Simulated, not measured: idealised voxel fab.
process module | voxel local oxidation
cross-section cut | 170 nm wide | cells 5 nm
A cross-section is a grid of square cells, given in bands from the top down. A band is one or more rows of cells.
Each band's line starts with the height of the band's top and of its bottom, in nm. Then come its materials from left to right, each with its width in nm. One material with "throughout" fills the band from edge to edge. "air" is empty space.
Height 0 is the level under which the wafer as received is all one material. The lowest band goes on downwards, as in "0 down".
A width such as "30 to 40" changes by the same amount from each row of cells to the next, from the band's top row to its bottom row.
"no change" after a step means that no cell of the cross-section changed.
closed voids: empty space of 8 cells or more with no open way to the top, each as width x height at its distance from the left edge, in nm
after a step's settings: what the simulator itself notes on the step
overlay nm, on a step with a mask: how far to the right of its planned place the mask lay; to the left if negative
plan
1 op RECEIVE | material Si
2 op CONFORMAL_DEP | material SiO2 | thk nm 5
3 op CONFORMAL_DEP | material SiN | thk nm 15
4 op PATTERN | tone cover | mask id ACTIVE | material resist | width nm 120 | thk nm 15 | overlay nm 0
5 op DIRECTIONAL_ETCH | etch materials SiN | depth nm 15
6 op STRIP | etch materials resist
7 op SELECTIVE_ETCH | etch materials SiO2 | depth nm 5
8 op OXIDIZE | depth nm 15
9 op STRIP | etch materials SiN
as received, after step 1
  0 down: Si throughout
  closed voids: none
first wafer at the end, as planned
  5 to 0: air 30 | SiO2 110 | air 30
  0 to -15: SiO2 45 | Si 80 | SiO2 45
  -15 down: Si throughout
  closed voids: none
second wafer at the end: like start, like plan, one mistake
  5 to 0: air 30 | SiO2 110 | air 30
  0 to -20: SiO2 50 | Si 70 | SiO2 50
  -20 down: Si throughout
  closed voids: none
what went wrong: step 8 ran as: op OXIDIZE | depth nm 20
at the end the second wafer has, in cells: 26 fewer of Si | 26 more of SiO2
